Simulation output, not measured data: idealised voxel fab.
This section sets out a process module, namely voxel released beams.
Each square cell in cross-section cut measures 5 nm, and the section as a whole is 290 nm wide.
Square cells in a grid make up a cross-section in this document, and the grid is given as bands, listed from the top down, each one or more rows of cells. A band entry consists of two parts. The first gives the height of the band's top and the height of its bottom, in nm. The rest lists the band's materials from left to right, each with its width in nm. A single material labelled with the word "full width" fills the band from edge to edge, and the word "air" marks empty space. Convention: height 0 is the level below which the wafer, as received, is all one material. The lowest band does not terminate at the bottom but continues downward, represented as "0..down". Graded width ("30 to 40"): value in top row of band = first number; value in bottom row = second number; row-to-row change constant. Take "everything unchanged" at face value: in the step it is given for, the cross-section changed in none of its cells. "Sealed void listing" lists enclosed empty spaces (at least 8 cells, no open path upward to the top), each as width x height at distance from the left edge, in nm. Formally, on a step line, whatever follows the settings is a remark that the simulator itself makes on the step. Regarding "overlay nm": on a step with a mask, it is the distance the mask lay to the right of its planned place; a negative value places it to the left.
Set out below are the planned steps of the process
1,RECEIVE (material Si)
2,CONFORMAL_DEP (material Al2O3; thk nm 10)
3,DIRECTIONAL_DEP (material SiO2; thk nm 10)
4,PATTERN (tone open; mask id ANCHOR; material resist; width nm 25; thk nm 20; overlay nm 0)
5,DIRECTIONAL_ETCH (etch materials SiO2; depth nm 10)
6,STRIP (etch materials resist)
7,CONFORMAL_DEP (material SiN; thk nm 10)
8,MASKED_ETCH (tone cover; mask id BEAM; width nm 80; etch materials SiN; depth nm 10; overlay nm -15)
9,STRIP (etch materials SiO2)
Same starting wafers, different overlay nm at step 8. Plan value belongs to the first wafer.
Cross-sectional view of the first of several wafers in the as-received condition, corresponding to the state following step 1
* 0..down  Si full width
* Sealed void listing: none
What follows is a table in which each wafer occupies a row; for the wafer as it stands at the close of the module, the row states, material by material, how many cells have been gained (+) or lost (-) since receipt, and then gives its closed voids
overlay nm -15; +116 Al2O3; +40 SiN; Sealed void listing: none
overlay nm -10; +116 Al2O3; +40 SiN; Sealed void listing: none
overlay nm -5; +116 Al2O3; +40 SiN; Sealed void listing: none
overlay nm 0; +116 Al2O3; +40 SiN; Sealed void listing: none
overlay nm 5; +116 Al2O3; +40 SiN; Sealed void listing: none
overlay nm 10; +116 Al2O3; +40 SiN; Sealed void listing: none
overlay nm 15; +116 Al2O3; +40 SiN; Sealed void listing: none
